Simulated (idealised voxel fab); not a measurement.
process module | voxel wiring stack
We display cut, a cross-section 220 nm in width whose square cells are each 5 nm.
How to read a cross-section here: the picture is a grid of square cells, written as bands going from the top down, and any band can span one or more rows of cells.
Band: top and bottom heights (nm) first, top before bottom; then materials from left to right, widths in nm. "edge to edge" marks a sole material filling the band edge to edge. "air" denotes empty space.
Ref level 0: as-received wafer is one material below here. Bottom band extends down with no lower bound ("0 -> down").
With a width like "30 to 40", each row of cells in the band differs from the next by the same amount, the top row carrying the first number and the bottom row the second.
Any step labelled "stayed the same" changed none of the cells in the cross-section.
What "Sealed internal voids" gives you is every empty space of 8 cells or more that is cut off from the top. Each appears as width x height at distance, with the distance taken from the left edge and width, height and distance all in nm.
Where a step's line continues beyond its settings, the continuation is a remark by the simulator itself on that step.
The setting "overlay nm" may be written on the line of a step. When the step uses a mask, the value reports how far to the right of the planned place the mask lay, and a negative value reports that it lay to the left.
Process steps - plan
step 1: RECEIVE: material Si
step 2: CONFORMAL_DEP: material SiO2, thk nm 15
step 3: CONFORMAL_DEP: material SiN, thk nm 5
step 4: DIRECTIONAL_DEP: material SiO2, thk nm 25
step 5: DIRECTIONAL_DEP: material aC, thk nm 15
step 6: PATTERN: tone open, mask id METAL_1, material resist, width nm 20, pitch nm 45, thk nm 35, overlay nm 0
step 7: DIRECTIONAL_ETCH: etch materials aC, depth nm 15
step 8: STRIP: etch materials resist
step 9: DIRECTIONAL_ETCH: etch materials SiO2, depth nm 25
step 10: DIRECTIONAL_ETCH: etch materials SiN, depth nm 5
step 11: STRIP: etch materials aC
step 12: CONFORMAL_DEP: material TiN, thk nm 5
step 13: FILL_DEP: material Ru, thk nm 10
step 14: CMP: height nm 45
step 15: EPI: material Ru, thk nm 5
step 16: FILL_DEP: material SiCN, thk nm 5
step 17: DIRECTIONAL_DEP: material lowk, thk nm 10
step 18: PATTERN: tone open, mask id PLUG_1, material resist, width nm 15, pitch nm 90, thk nm 15, overlay nm 0
step 19: DIRECTIONAL_ETCH: etch materials lowk, depth nm 10
step 20: DIRECTIONAL_ETCH: etch materials SiCN, depth nm 5
step 21: STRIP: etch materials resist
step 22: EPI: material Ru, thk nm 10
step 23: EPI: material Ru, thk nm 5
step 24: DIRECTIONAL_DEP: material TiN, thk nm 5
step 25: DIRECTIONAL_DEP: material Ru, thk nm 20
step 26: DIRECTIONAL_DEP: material aC, thk nm 10
step 27: PATTERN: tone cover, mask id METAL_2, material resist, width nm 20, pitch nm 45, thk nm 30, overlay nm 0
step 28: DIRECTIONAL_ETCH: etch materials aC, depth nm 10
step 29: STRIP: etch materials resist
step 30: DIRECTIONAL_ETCH: etch materials Ru, depth nm 20
step 31: DIRECTIONAL_ETCH: etch materials TiN, depth nm 5
step 32: STRIP: etch materials aC
step 33: CONFORMAL_DEP: material SiN, thk nm 5
step 34: FILL_DEP: material lowk, thk nm 10
step 35: CMP: height nm 90
step 36: CONFORMAL_DEP: material SiCN, thk nm 5
step 37: DIRECTIONAL_DEP: material SiO2, thk nm 10
step 38: PATTERN: tone open, mask id PLUG_2, material resist, width nm 15, pitch nm 90, thk nm 20, overlay nm 0
step 39: DIRECTIONAL_ETCH: etch materials SiO2, depth nm 10
step 40: DIRECTIONAL_ETCH: etch materials SiCN, depth nm 5
step 41: STRIP: etch materials resist
step 42: EPI: material Ru, thk nm 10
step 43: EPI: material Ru, thk nm 5
step 44: CONFORMAL_DEP: material SiCN, thk nm 5
step 45: DIRECTIONAL_DEP: material lowk, thk nm 25
step 46: MASKED_ETCH: tone open, mask id METAL_3, width nm 20, pitch nm 45, etch materials lowk, depth nm 25, overlay nm 0
step 47: MASKED_ETCH: tone open, mask id METAL_3, width nm 20, pitch nm 45, etch materials SiCN, depth nm 5, overlay nm 0
step 48: CONFORMAL_DEP: material TiN, thk nm 5
step 49: FILL_DEP: material Ru, thk nm 5
step 50: CMP: height nm 135
step 51: CONFORMAL_DEP: material SiCN, thk nm 5
Cross-section of the wafer upon arrival, representing the state reached after step 1
    0 -> down: Si edge to edge
    Sealed internal voids: none
This is how the wafer looks in cross-section once the module is done, given the starting state and plan above and one mistake in carrying the plan out
    140 -> 135: aC edge to edge
    135 -> 110: lowk 30 nm / TiN 5 nm / Ru 10 nm / TiN 5 nm / lowk 25 nm / TiN 5 nm / Ru 10 nm / TiN 5 nm / lowk 25 nm / TiN 5 nm / Ru 10 nm / TiN 5 nm / lowk 25 nm / TiN 5 nm / Ru 10 nm / TiN 5 nm / lowk 35 nm
    110 -> 105: SiCN 30 nm / TiN 20 nm / SiCN 25 nm / TiN 20 nm / SiCN 25 nm / TiN 20 nm / SiCN 25 nm / TiN 20 nm / SiCN 35 nm
    105 -> 95: SiO2 30 nm / Ru 15 nm / SiO2 75 nm / Ru 15 nm / SiO2 85 nm
    95 -> 90: SiCN 30 nm / Ru 15 nm / SiCN 75 nm / Ru 15 nm / SiCN 85 nm
    90 -> 70: lowk 25 nm / SiN 5 nm / Ru 20 nm / SiN 5 nm / lowk 15 nm / SiN 5 nm / Ru 20 nm / SiN 5 nm / lowk 15 nm / SiN 5 nm / Ru 20 nm / SiN 5 nm / lowk 15 nm / SiN 5 nm / Ru 20 nm / SiN 5 nm / lowk 30 nm
    70 -> 65: SiN 30 nm / TiN 20 nm / SiN 25 nm / TiN 20 nm / SiN 25 nm / TiN 20 nm / SiN 25 nm / TiN 20 nm / SiN 35 nm
    65 -> 55: lowk 30 nm / Ru 15 nm / lowk 75 nm / Ru 15 nm / lowk 85 nm
    55 -> 50: SiCN 30 nm / Ru 15 nm / SiCN 75 nm / Ru 15 nm / SiCN 85 nm
    50 -> 45: SiCN 25 nm / Ru 30 nm / SiCN 15 nm / Ru 30 nm / SiCN 15 nm / Ru 30 nm / SiCN 15 nm / Ru 30 nm / SiCN 30 nm
    45 -> 20: SiO2 30 nm / TiN 5 nm / Ru 10 nm / TiN 5 nm / SiO2 25 nm / TiN 5 nm / Ru 10 nm / TiN 5 nm / SiO2 25 nm / TiN 5 nm / Ru 10 nm / TiN 5 nm / SiO2 25 nm / TiN 5 nm / Ru 10 nm / TiN 5 nm / SiO2 35 nm
    20 -> 15: SiN 30 nm / TiN 20 nm / SiN 25 nm / TiN 20 nm / SiN 25 nm / TiN 20 nm / SiN 25 nm / TiN 20 nm / SiN 35 nm
    15 -> 0: SiO2 edge to edge
    0 -> down: Si edge to edge
    Sealed internal voids: none
Run error: step 51 off recipe, ran as CONFORMAL_DEP: material aC, thk nm 5
